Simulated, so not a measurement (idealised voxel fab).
Documented hereafter: the process module known as voxel double patterning.
Cross-section cut spans 295 nm and uses square cells 5 nm in size.
Format of a cross-section: grid, square cells. Given as bands. Order: top down. Band: one or more rows of cells.
Heights first: top, then bottom, in nm. Then materials, left to right, each with a width in nm. "full width" on a single material: fills the band edge to edge. "blank": empty space.
Height 0 is the level under which the wafer as received is all one material. The lowest band goes on downwards, as in "0 and below".
Width spec "30 to 40" -> top row of cells at first value, bottom row at second value, equal per-row change in between.
Where the words "no alterations made" appear for a step, the cross-section shows no cell changed by that step; every cell remained as before.
"Sealed internal voids": sealed empty spaces, 8 cells or more, no open way to top, listed width x height at distance, with distance from the left edge and width, height and distance in nm.
Note: text after step settings on the step line = simulator remark on that step.
The setting "overlay nm" may be written on the line of a step. When the step uses a mask, the value reports how far to the right of the planned place the mask lay, and a negative value reports that it lay to the left.
Planned step list for the process
| 1 | op RECEIVE | material Si |
| 2 | op CONFORMAL_DEP | material SiN | thk nm 5 |
| 3 | op DIRECTIONAL_DEP | material SiO2 | thk nm 10 |
| 4 | op DIRECTIONAL_DEP | material SiCN | thk nm 10 |
| 5 | op MASKED_ETCH | tone open | mask id FIRST | width nm 15 | pitch nm 50 | etch materials SiCN | depth nm 10 | overlay nm 0 |
| 6 | op PATTERN | tone open | mask id SECOND | material resist | width nm 15 | thk nm 15 | overlay nm 0 |
| 7 | op DIRECTIONAL_ETCH | etch materials SiCN | depth nm 10 |
| 8 | op STRIP | etch materials resist |
| 9 | op DIRECTIONAL_ETCH | etch materials SiO2 | depth nm 10 |
| 10 | op STRIP | etch materials SiCN |
As-received wafer cross-section (after step 1)
    0 and below = Si full width
    Sealed internal voids: none
Looking at the first of two wafers in cross-section at end of module - ran to plan
    15 down to 5 = SiO2 115; blank 15; SiO2 10; blank 15; SiO2 10; blank 15; SiO2 115
    5 down to 0 = SiN full width
    0 and below = Si full width
    Sealed internal voids: none
Presented here is a cross-section of the second of the two wafers as it stood at the end of the module. It was started in the same manner and assigned the same plan as the first wafer; however, one mistake was made in its execution
    15 down to 10 = SiN full width
    10 down to 0 = SiO2 full width
    0 and below = Si full width
    Sealed internal voids: none
What broke from the plan during processing? contrary to the plan, steps 2 and 3 were processed in exchanged order
Final comparison by cell count, materials where the second wafer has more or fewer than the first: SiO2: 18 more
